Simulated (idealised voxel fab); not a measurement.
process module | voxel capacitor over wiring
cross-section cut | 165 nm wide | cells 5 nm
A cross-section is a grid of square cells, given in bands from the top down. A band is one or more rows of cells.
Each band's line starts with the height of the band's top and of its bottom, in nm. Then come its materials from left to right, each with its width in nm. One material with "throughout" fills the band from edge to edge. "air" is empty space.
Height 0 is the level under which the wafer as received is all one material. The lowest band goes on downwards, as in "0 down".
A width such as "30 to 40" changes by the same amount from each row of cells to the next, from the band's top row to its bottom row.
"no change" after a step means that no cell of the cross-section changed.
closed voids: empty space of 8 cells or more with no open way to the top, each as width x height at its distance from the left edge, in nm
after a step's settings: what the simulator itself notes on the step
overlay nm, on a step with a mask: how far to the right of its planned place the mask lay; to the left if negative
plan
1 op RECEIVE | material Si
2 op CONFORMAL_DEP | material SiO2 | thk nm 10
3 op DIRECTIONAL_DEP | material TiN | thk nm 5
4 op DIRECTIONAL_DEP | material W | thk nm 15
5 op PATTERN | tone cover | mask id METAL_1 | material resist | width nm 30 | pitch nm 85 | thk nm 15 | overlay nm 0
6 op DIRECTIONAL_ETCH | etch materials W | depth nm 15
7 op DIRECTIONAL_ETCH | etch materials TiN | depth nm 5
8 op STRIP | etch materials resist
9 op FILL_DEP | material SiO2 | thk nm 5
10 op CMP | height nm 30
11 op CONFORMAL_DEP | material SiCN | thk nm 5
12 op DIRECTIONAL_DEP | material SiO2 | thk nm 10
13 op MASKED_ETCH | tone open | mask id PLUG_1 | width nm 15 | etch materials SiO2 | depth nm 10 | overlay nm 0
14 op MASKED_ETCH | tone open | mask id PLUG_1 | width nm 15 | etch materials SiCN | depth nm 5 | overlay nm 0
15 op EPI | material Ru | thk nm 10
16 op EPI | material Ru | thk nm 5
17 op DIRECTIONAL_DEP | material TiN | thk nm 5
18 op DIRECTIONAL_DEP | material SiN | thk nm 5
19 op DIRECTIONAL_DEP | material TiN | thk nm 5
20 op MASKED_ETCH | tone cover | mask id UPPER_PLATE | width nm 60 | etch materials TiN | depth nm 5 | overlay nm 0
21 op MASKED_ETCH | tone cover | mask id UPPER_PLATE | width nm 60 | etch materials SiN | depth nm 5 | overlay nm 0
22 op MASKED_ETCH | tone cover | mask id LOWER_PLATE | width nm 70 | etch materials TiN | depth nm 5 | overlay nm 0
23 op FILL_DEP | material SiO2 | thk nm 20
24 op CMP | height nm 75
25 op PATTERN | tone open | mask id PLUG_2 | material resist | width nm 15 | thk nm 20 | overlay nm 0
26 op DIRECTIONAL_ETCH | etch materials SiO2 | depth nm 15
27 op STRIP | etch materials resist
28 op CONFORMAL_DEP | material TiN | thk nm 5
29 op FILL_DEP | material W | thk nm 5
30 op CMP | height nm 75
31 op CONFORMAL_DEP | material SiN | thk nm 5
as received, after step 1
  0 down: Si throughout
  closed voids: none
a wafer at the end: this start, this plan, one mistake
  80 to 75: SiO2 throughout
  75 to 65: SiO2 50 | TiN 5 | W 5 | TiN 5 | SiO2 100
  65 to 55: SiO2 50 to 40 | TiN 15 to 60 | SiO2 100 to 65
  55 to 50: SiO2 40 | SiN 60 | SiO2 65
  50 to 45: SiO2 35 | TiN 70 | SiO2 60
  45 to 35: SiO2 40 | Ru 15 | SiO2 110
  35 to 30: SiCN 40 | Ru 15 | SiCN 110
  30 to 15: SiO2 25 | W 30 | SiO2 55 | W 30 | SiO2 25
  15 to 10: SiO2 25 | TiN 30 | SiO2 55 | TiN 30 | SiO2 25
  10 to 0: SiO2 throughout
  0 down: Si throughout
  closed voids: none
what went wrong: step 31 ran as: op CONFORMAL_DEP | material SiO2 | thk nm 5
